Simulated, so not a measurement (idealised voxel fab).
process module | voxel transistor to metal
It is cross-section cut that appears here, measuring 190 nm in width, its square cells being 5 nm in size.
Each cross-section below is a grid of square cells, stated as bands in top-down order, with one or more rows of cells making up each band.
Look at the band entry: it leads with the top's height and the bottom's height in nm. Then it lists the materials left to right, with a width in nm for each. The word "full width" on a single material says that material fills the band edge to edge. The word "blank" is empty space.
We count height from 0. Below that, the starting wafer is all one material. The lowest band never ends at the bottom but goes on down; see "0 nm and below" for how that is written.
You'd read "30->40" like this: the band's top row of cells is as wide as the first number, its bottom row is as wide as the second, and going down, every row changes width by the same amount as the row before did.
You'll sometimes find "changes: none" written for a step, and that's the way of saying that nowhere in the cross-section did a cell change during that step.
"Sealed voids": sealed empty spaces, 8 cells or more, no open way to top, listed width x height at distance, with distance from the left edge and width, height and distance in nm.
Step line, after settings: the simulator's comment on this step.
"overlay nm" answers the question of how far to the right of plan the mask lay on a step that has a mask, and when it is negative the answer is to the left.

-- Process steps foreseen in the plan
- 1: RECEIVE (material Si)
- 2: OXIDIZE (depth nm 5)
- 3: CONFORMAL_DEP (material SiN; thk nm 15)
- 4: MASKED_ETCH (tone cover; mask id ACTIVE; width nm 100; etch materials SiN; depth nm 15; overlay nm 0)
- 5: MASKED_ETCH (tone cover; mask id ACTIVE; width nm 100; etch materials SiO2; depth nm 5; overlay nm 0)
- 6: MASKED_ETCH (tone cover; mask id ACTIVE; width nm 100; etch materials Si; depth nm 30; overlay nm 0)
- 7: FILL_DEP (material SiO2; thk nm 15)
- 8: CMP (height nm 15)
- 9: SELECTIVE_ETCH (etch materials SiO2; depth nm 5)
- 10: STRIP (etch materials SiN)
- 11: SELECTIVE_ETCH (etch materials SiO2; depth nm 5)
- 12: OXIDIZE (depth nm 5)
- 13: DIRECTIONAL_DEP (material polySi; thk nm 25)
- 14: DIRECTIONAL_DEP (material SiCN; thk nm 15)
- 15: MASKED_ETCH (tone cover; mask id GATE; width nm 20; etch materials SiCN; depth nm 25; overlay nm 0)
- 16: MASKED_ETCH (tone cover; mask id GATE; width nm 20; etch materials polySi; depth nm 35; overlay nm 0)
- 17: CONFORMAL_DEP (material SiN; thk nm 10)
- 18: DIRECTIONAL_ETCH (etch materials SiN; depth nm 10)
- 19: DIRECTIONAL_ETCH (etch materials SiO2; depth nm 5)
- 20: DIRECTIONAL_ETCH (etch materials Si; depth nm 5)
- 21: EPI (material nSi; thk nm 5)
- 22: FILL_DEP (material SiO2; thk nm 5)
- 23: CMP (height nm 35)
- 24: DIRECTIONAL_DEP (material SiO2; thk nm 15)
- 25: MASKED_ETCH (tone open; mask id CONTACT; width nm 20; pitch nm 70; etch materials SiO2; depth nm 60; overlay nm 0)
- 26: CONFORMAL_DEP (material TiN; thk nm 5)
- 27: FILL_DEP (material Ru; thk nm 10)
- 28: CMP (height nm 50)
- 29: DIRECTIONAL_DEP (material TiN; thk nm 5)
- 30: DIRECTIONAL_DEP (material Ru; thk nm 15)
- 31: PATTERN (tone cover; mask id METAL_1; material resist; width nm 20; pitch nm 70; thk nm 20; overlay nm 0)
- 32: DIRECTIONAL_ETCH (etch materials Ru; depth nm 15)
- 33: DIRECTIONAL_ETCH (etch materials TiN; depth nm 5)
- 34: STRIP (etch materials resist)
- 35: CONFORMAL_DEP (material SiN; thk nm 5)
- 36: FILL_DEP (material SiO2; thk nm 5)
- 37: CMP (height nm 70)
- 38: CONFORMAL_DEP (material SiCN; thk nm 5)

-- Cross-section, incoming material, after step 1
    0 nm and below: Si full width
    Sealed voids: none

-- Final wafer profile in cross-section after the module, from the same start and plan as above, with one mistake made during processing
    75 nm to 70 nm: SiCN full width
    70 nm to 55 nm: SiO2 45 | SiN 5 | Ru 20 | SiN 5 | SiO2 40 | SiN 5 | Ru 20 | SiN 5 | SiO2 45
    55 nm to 50 nm: SiN 50 | TiN 20 | SiN 50 | TiN 20 | SiN 50
    50 nm to 35 nm: SiO2 50 | TiN 5 | Ru 10 | TiN 5 | SiO2 50 | TiN 5 | Ru 10 | TiN 5 | SiO2 50
    35 nm to 30 nm: SiCN 40 | SiN 10 | TiN 5 | Ru 10 | TiN 5 | SiO2 5 | SiN 10 | SiCN 20 | SiN 10 | SiO2 5 | TiN 5 | Ru 10 | TiN 5 | SiN 10 | SiCN 40
    30 nm to 25 nm: polySi 40 | SiN 10 | TiN 20 | SiO2 5 | SiN 10 | SiCN 20 | SiN 10 | SiO2 5 | TiN 20 | SiN 10 | polySi 40
    25 nm to 20 nm: polySi 40 | SiCN 110 | polySi 40
    20 nm to 5 nm: polySi full width
    5 nm to -5 nm: SiO2 40 | polySi 110 | SiO2 40
    -5 nm to -10 nm: SiO2 full width
    -10 nm to -35 nm: SiO2 45 | Si 100 | SiO2 45
    -35 nm and below: Si full width
    Sealed voids: none
The plan and the run diverged here: step 14 in the plan was executed twice
